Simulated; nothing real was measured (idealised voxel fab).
process module | voxel transistor to metal
Cross-sectional view cut (width: 180 nm; square cell size: 5 nm).
When this document writes out a cross-section, it uses a grid of square cells and lists it as bands, beginning at the top and moving down, with a band standing for one or more rows of cells.
In this notation a band is specified by the heights of its top and bottom, in that order and in nm, after which its materials appear from left to right, each paired with its width in nm. The word "full width" attached to a single material means that material fills the band from edge to edge; the word "empty" stands for empty space.
Where do heights start? At 0: under that level the wafer as delivered is made of one material only. And the lowest band has no floor; it just carries on downward, as in "0 and below".
Width: "30->40" (first number = top row, second number = bottom row, same change from row to row of cells).
Step marked "no alterations made"? Then no cell in the cross-section changed in it.
"Enclosed void listing" enumerates empty spaces isolated from the top, with no open way to it, that contain at least 8 cells, giving each as width x height at distance from the left edge, all three in nm.
Whatever follows a step's settings on its line is a remark the simulator itself makes about that step.
overlay nm: mask offset rightward from planned place, masked step; negative means leftward offset.

## The following list gives the planned process steps
1,RECEIVE | material Si
2,OXIDIZE | depth nm 5
3,CONFORMAL_DEP | material SiN | thk nm 15
4,DIRECTIONAL_DEP | material aC | thk nm 10
5,PATTERN | tone cover | mask id ACTIVE | material resist | width nm 100 | thk nm 25 | overlay nm 0
6,DIRECTIONAL_ETCH | etch materials aC | depth nm 10
7,STRIP | etch materials resist
8,DIRECTIONAL_ETCH | etch materials SiN | depth nm 15
9,DIRECTIONAL_ETCH | etch materials SiO2 | depth nm 5
10,DIRECTIONAL_ETCH | etch materials Si | depth nm 30
11,STRIP | etch materials aC
12,FILL_DEP | material SiO2 | thk nm 5
13,CMP | height nm 15
14,SELECTIVE_ETCH | etch materials SiO2 | depth nm 15
15,STRIP | etch materials SiN
16,SELECTIVE_ETCH | etch materials SiO2 | depth nm 5
17,OXIDIZE | depth nm 5
18,DIRECTIONAL_DEP | material polySi | thk nm 30
19,DIRECTIONAL_DEP | material SiCN | thk nm 15
20,PATTERN | tone cover | mask id GATE | material resist | width nm 20 | thk nm 20 | overlay nm 0
21,DIRECTIONAL_ETCH | etch materials SiCN | depth nm 25
22,DIRECTIONAL_ETCH | etch materials polySi | depth nm 40
23,STRIP | etch materials resist
24,CONFORMAL_DEP | material SiO2 | thk nm 5
25,DIRECTIONAL_ETCH | etch materials SiO2 | depth nm 5
26,CONFORMAL_DEP | material SiN | thk nm 10
27,DIRECTIONAL_ETCH | etch materials SiN | depth nm 10
28,DIRECTIONAL_ETCH | etch materials SiO2 | depth nm 5
29,EPI | material SiGe | thk nm 5
30,FILL_DEP | material SiO2 | thk nm 10
31,CMP | height nm 40
32,DIRECTIONAL_DEP | material SiO2 | thk nm 15
33,MASKED_ETCH | tone open | mask id CONTACT | width nm 30 | pitch nm 60 | etch materials SiO2 | depth nm 60 | overlay nm 0
34,CONFORMAL_DEP | material TiN | thk nm 5
35,FILL_DEP | material W | thk nm 10
36,CMP | height nm 55
37,CONFORMAL_DEP | material SiCN | thk nm 5
38,DIRECTIONAL_DEP | material lowk | thk nm 20
39,MASKED_ETCH | tone open | mask id METAL_1 | width nm 15 | pitch nm 75 | etch materials lowk | depth nm 20 | overlay nm 0
40,MASKED_ETCH | tone open | mask id METAL_1 | width nm 15 | pitch nm 75 | etch materials SiCN | depth nm 5 | overlay nm 0
41,CONFORMAL_DEP | material TiN | thk nm 5
42,FILL_DEP | material Cu | thk nm 5
43,CMP | height nm 80
44,EPI | material Ru | thk nm 5
45,FILL_DEP | material SiCN | thk nm 5
46,DIRECTIONAL_DEP | material lowk | thk nm 30
47,MASKED_ETCH | tone open | mask id METAL_2 | width nm 15 | pitch nm 75 | etch materials lowk | depth nm 15 | overlay nm 0
48,PATTERN | tone open | mask id METAL_2_HOLES | material resist | width nm 15 | pitch nm 75 | thk nm 20 | overlay nm 0
49,DIRECTIONAL_ETCH | etch materials lowk | depth nm 15
50,DIRECTIONAL_ETCH | etch materials SiCN | depth nm 5
51,STRIP | etch materials resist
52,CONFORMAL_DEP | material TiN | thk nm 5
53,FILL_DEP | material Cu | thk nm 10
54,CMP | height nm 120
55,CONFORMAL_DEP | material SiCN | thk nm 5

## Incoming wafer in cross-section (state: after step 1)
    0 and below | Si full width
    Enclosed void listing: none

## End-of-module cross-section of the first of two wafers, processed as planned
    125 down to 120 | SiCN full width
    120 down to 90 | 45 of lowk, then 5 of TiN, then 5 of Cu, then 5 of TiN, then 60 of lowk, then 5 of TiN, then 5 of Cu, then 5 of TiN, then 45 of lowk
    90 down to 85 | 45 of SiCN, then 15 of TiN, then 60 of SiCN, then 15 of TiN, then 45 of SiCN
    85 down to 80 | 40 of SiCN, then 25 of Ru, then 50 of SiCN, then 25 of Ru, then 40 of SiCN
    80 down to 60 | 45 of lowk, then 5 of TiN, then 5 of Cu, then 5 of TiN, then 60 of lowk, then 5 of TiN, then 5 of Cu, then 5 of TiN, then 45 of lowk
    60 down to 55 | 45 of SiCN, then 15 of TiN, then 60 of SiCN, then 15 of TiN, then 45 of SiCN
    55 down to 45 | 45 of SiO2, then 5 of TiN, then 20 of W, then 5 of TiN, then 30 of SiO2, then 5 of TiN, then 20 of W, then 5 of TiN, then 45 of SiO2
    45 down to 40 | 45 of SiO2, then 5 of TiN, then 10 of W, then 15 of TiN, then 30 of SiO2, then 15 of TiN, then 10 of W, then 5 of TiN, then 45 of SiO2
    40 down to 25 | 45 of SiO2, then 5 of TiN, then 10 of W, then 5 of TiN, then 10 of SiN, then 5 of SiO2, then 20 of SiCN, then 5 of SiO2, then 10 of SiN, then 5 of TiN, then 10 of W, then 5 of TiN, then 45 of SiO2
    25 down to 0 | 45 of SiO2, then 5 of TiN, then 10 of W, then 5 of TiN, then 10 of SiN, then 5 of SiO2, then 20 of polySi, then 5 of SiO2, then 10 of SiN, then 5 of TiN, then 10 of W, then 5 of TiN, then 45 of SiO2
    0 down to -5 | 45 of SiO2, then 20 of TiN, then 10 of SiN, then 5 of SiO2, then 20 of polySi, then 5 of SiO2, then 10 of SiN, then 20 of TiN, then 45 of SiO2
    -5 down to -10 | 35 of SiO2, then 30 of SiGe, then 50 of SiO2, then 30 of SiGe, then 35 of SiO2
    -10 down to -35 | 40 of SiO2, then 100 of Si, then 40 of SiO2
    -35 and below | Si full width
    Enclosed void listing: none

## Now the second wafer, cross-sectioned at the end of the module. Nothing different at the start, nothing different in the plan compared with the first, just one mistake when it was actually run
    125 down to 120 | SiCN full width
    120 down to 115 | 50 of TiN, then 5 of Cu, then 70 of TiN, then 5 of Cu, then 50 of TiN
    115 down to 90 | 45 of lowk, then 5 of TiN, then 5 of Cu, then 5 of TiN, then 60 of lowk, then 5 of TiN, then 5 of Cu, then 5 of TiN, then 45 of lowk
    90 down to 85 | 45 of SiCN, then 15 of TiN, then 60 of SiCN, then 15 of TiN, then 45 of SiCN
    85 down to 80 | 40 of SiCN, then 25 of Ru, then 50 of SiCN, then 25 of Ru, then 40 of SiCN
    80 down to 60 | 45 of lowk, then 5 of TiN, then 5 of Cu, then 5 of TiN, then 60 of lowk, then 5 of TiN, then 5 of Cu, then 5 of TiN, then 45 of lowk
    60 down to 55 | 45 of SiCN, then 15 of TiN, then 60 of SiCN, then 15 of TiN, then 45 of SiCN
    55 down to 45 | 45 of SiO2, then 5 of TiN, then 20 of W, then 5 of TiN, then 30 of SiO2, then 5 of TiN, then 20 of W, then 5 of TiN, then 45 of SiO2
    45 down to 40 | 45 of SiO2, then 5 of TiN, then 10 of W, then 15 of TiN, then 30 of SiO2, then 15 of TiN, then 10 of W, then 5 of TiN, then 45 of SiO2
    40 down to 25 | 45 of SiO2, then 5 of TiN, then 10 of W, then 5 of TiN, then 10 of SiN, then 5 of SiO2, then 20 of SiCN, then 5 of SiO2, then 10 of SiN, then 5 of TiN, then 10 of W, then 5 of TiN, then 45 of SiO2
    25 down to 0 | 45 of SiO2, then 5 of TiN, then 10 of W, then 5 of TiN, then 10 of SiN, then 5 of SiO2, then 20 of polySi, then 5 of SiO2, then 10 of SiN, then 5 of TiN, then 10 of W, then 5 of TiN, then 45 of SiO2
    0 down to -5 | 45 of SiO2, then 20 of TiN, then 10 of SiN, then 5 of SiO2, then 20 of polySi, then 5 of SiO2, then 10 of SiN, then 20 of TiN, then 45 of SiO2
    -5 down to -10 | 35 of SiO2, then 30 of SiGe, then 50 of SiO2, then 30 of SiGe, then 35 of SiO2
    -10 down to -35 | 40 of SiO2, then 100 of Si, then 40 of SiO2
    -35 and below | Si full width
    Enclosed void listing: none
Error vs. plan: step 46 was not run as planned; what actually ran was DIRECTIONAL_DEP | material lowk | thk nm 25
The closing comparison, in cells, has the second wafer with more or fewer of some materials than the first: TiN +30; lowk -30
